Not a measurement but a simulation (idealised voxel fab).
Process module in this document: voxel gate over fins
Pictured: cross-section cut, 205 nm wide, on a grid of 5 nm square cells.
Cross-section, as written here: a square-cell grid given band by band from the top down, where a band holds one or more rows of cells. Quick guide to a band line: top height, bottom height (nm) up front; then every material left to right with its width in nm. Only one material and it's marked "everywhere"? Then it fills the band edge to edge. And "empty" just means empty space. Measure heights from 0. That's the level where, below it, the as-received wafer is all one material. The lowest band is bottomless and extends downward; write it as in "0 and below". When a width is written as two numbers, as in "30..40", the first number is the width in the top row of cells of the band and the second is the width in its bottom row, and the width changes by the same amount from each row to the next. When a step is marked "everything unchanged", none of the cells in the cross-section changed during that step. Under "Sealed internal voids" you'll find the enclosed gaps, the ones with no way out to the top, that are 8 cells or bigger; each reads width x height at distance, with distance counted from the left edge, everything in nm. It should be noted that, on the line of a given step, the content following the step's settings is a remark produced by the simulator itself with respect to that step. The "overlay nm" setting may appear on a step's line; for a step that uses a mask, it gives how far to the right of its planned position the mask lay, and a negative value indicates the left.
PROCESS STEPS - PLAN
- 1: RECEIVE (material Si)
- 2: CONFORMAL_DEP (material SiN; thk nm 5)
- 3: MASKED_ETCH (tone cover; mask id FINS; width nm 15; pitch nm 55; etch materials SiN; depth nm 5; overlay nm 0)
- 4: MASKED_ETCH (tone cover; mask id FINS; width nm 15; pitch nm 55; etch materials Si; depth nm 35; overlay nm 0)
- 5: OXIDIZE (depth nm 5)
- 6: FILL_DEP (material SiO2; thk nm 10)
- 7: CMP (height nm 5)
- 8: DIRECTIONAL_DEP (material aC; thk nm 15)
- 9: PATTERN (tone open; mask id RAIL; material resist; width nm 15; thk nm 35; overlay nm 0)
- 10: DIRECTIONAL_ETCH (etch materials aC; depth nm 15)
- 11: STRIP (etch materials resist)
- 12: DIRECTIONAL_ETCH (etch materials SiO2; depth nm 35)
- 13: STRIP (etch materials aC)
- 14: CONFORMAL_DEP (material TiN; thk nm 5)
- 15: FILL_DEP (material Ru; thk nm 5)
- 16: CMP (height nm 5)
- 17: SELECTIVE_ETCH (etch materials W Ru TiN; depth nm 30)
- 18: FILL_DEP (material SiO2; thk nm 5)
- 19: CMP (height nm 5)
- 20: SELECTIVE_ETCH (etch materials SiO2; depth nm 20)
- 21: STRIP (etch materials SiN)
- 22: CONFORMAL_DEP (material HfO2; thk nm 5)
- 23: CONFORMAL_DEP (material TiN; thk nm 5)
- 24: FILL_DEP (material W; thk nm 15)
- 25: CMP (height nm 20)
- 26: CONFORMAL_DEP (material SiCN; thk nm 5)
The plan's step 9 width nm is the first wafer's value; the wafers differ in this setting and start identical.
FIRST WAFER OF SEVERAL, AS RECEIVED: CROSS-SECTION AFTER STEP 1
  0 and below: Si everywhere
  Sealed internal voids: none
CROSS-SECTION OF THE FIRST OF SEVERAL WAFERS ONCE THE MODULE HAS RUN THROUGH ITS LAST STEP, STEP 26
  25 down to 20: SiCN everywhere
  20 down to 10: W everywhere
  10 down to 5: W (35) / TiN (25) / W (30) / TiN (25) / W (30) / TiN (25) / W (35)
  5 down to 0: W (35) / TiN (5) / HfO2 (15) / TiN (5) / W (30) / TiN (5) / HfO2 (15) / TiN (5) / W (30) / TiN (5) / HfO2 (15) / TiN (5) / W (35)
  0 down to -5: W (35) / TiN (5) / HfO2 (5) / Si (5) / HfO2 (5) / TiN (5) / W (30) / TiN (5) / HfO2 (5) / Si (5) / HfO2 (5) / TiN (5) / W (30) / TiN (5) / HfO2 (5) / Si (5) / HfO2 (5) / TiN (5) / W (35)
  -5 down to -10: TiN (40) / HfO2 (5) / Si (5) / HfO2 (5) / TiN (40) / HfO2 (5) / Si (5) / HfO2 (5) / TiN (40) / HfO2 (5) / Si (5) / HfO2 (5) / TiN (40)
  -10 down to -15: HfO2 (45) / Si (5) / HfO2 (50) / Si (5) / HfO2 (50) / Si (5) / HfO2 (45)
  -15 down to -25: SiO2 (45) / Si (5) / SiO2 (50) / Si (5) / SiO2 (50) / Si (5) / SiO2 (45)
  -25 down to -30: SiO2 (45) / Si (5) / SiO2 (15) / TiN (15) / SiO2 (20) / Si (5) / SiO2 (50) / Si (5) / SiO2 (45)
  -30 down to -40: SiO2 (45) / Si (5) / SiO2 (50) / Si (5) / SiO2 (50) / Si (5) / SiO2 (45)
  -40 and below: Si everywhere
  Sealed internal voids: none
FINAL WAFER OF SEVERAL, SHOWN IN CROSS-SECTION AT THE END OF THE MODULE
  25 down to 20: SiCN everywhere
  20 down to 10: W everywhere
  10 down to 5: W (35) / TiN (25) / W (30) / TiN (25) / W (30) / TiN (25) / W (35)
  5 down to 0: W (35) / TiN (5) / HfO2 (15) / TiN (5) / W (30) / TiN (5) / HfO2 (15) / TiN (5) / W (30) / TiN (5) / HfO2 (15) / TiN (5) / W (35)
  0 down to -5: W (35) / TiN (5) / HfO2 (5) / Si (5) / HfO2 (5) / TiN (5) / W (30) / TiN (5) / HfO2 (5) / Si (5) / HfO2 (5) / TiN (5) / W (30) / TiN (5) / HfO2 (5) / Si (5) / HfO2 (5) / TiN (5) / W (35)
  -5 down to -10: TiN (40) / HfO2 (5) / Si (5) / HfO2 (5) / TiN (40) / HfO2 (5) / Si (5) / HfO2 (5) / TiN (40) / HfO2 (5) / Si (5) / HfO2 (5) / TiN (40)
  -10 down to -15: HfO2 (45) / Si (5) / HfO2 (50) / Si (5) / HfO2 (50) / Si (5) / HfO2 (45)
  -15 down to -25: SiO2 (45) / Si (5) / SiO2 (50) / Si (5) / SiO2 (50) / Si (5) / SiO2 (45)
  -25 down to -30: SiO2 (45) / Si (5) / SiO2 (10) / TiN (30) / SiO2 (10) / Si (5) / SiO2 (50) / Si (5) / SiO2 (45)
  -30 down to -40: SiO2 (45) / Si (5) / SiO2 (50) / Si (5) / SiO2 (50) / Si (5) / SiO2 (45)
  -40 and below: Si everywhere
  Sealed internal voids: none
HEADS UP, THIS TABLE GOES WAFER BY WAFER. A ROW TELLS YOU, AT THE END OF THE MODULE, HOW MANY CELLS OF EACH MATERIAL THAT WAFER HAS PUT ON (+) OR DROPPED (-) SINCE IT WAS RECEIVED, AND THEN ITS CLOSED VOIDS
width nm 15; +59 HfO2; -304 Si; +41 SiCN; +187 SiO2; +62 TiN; +160 W; Sealed internal voids: none
width nm 20; +59 HfO2; -304 Si; +41 SiCN; +186 SiO2; +63 TiN; +160 W; Sealed internal voids: none
width nm 25; +59 HfO2; -304 Si; +41 SiCN; +185 SiO2; +64 TiN; +160 W; Sealed internal voids: none
width nm 30; +59 HfO2; -304 Si; +41 SiCN; +184 SiO2; +65 TiN; +160 W; Sealed internal voids: none
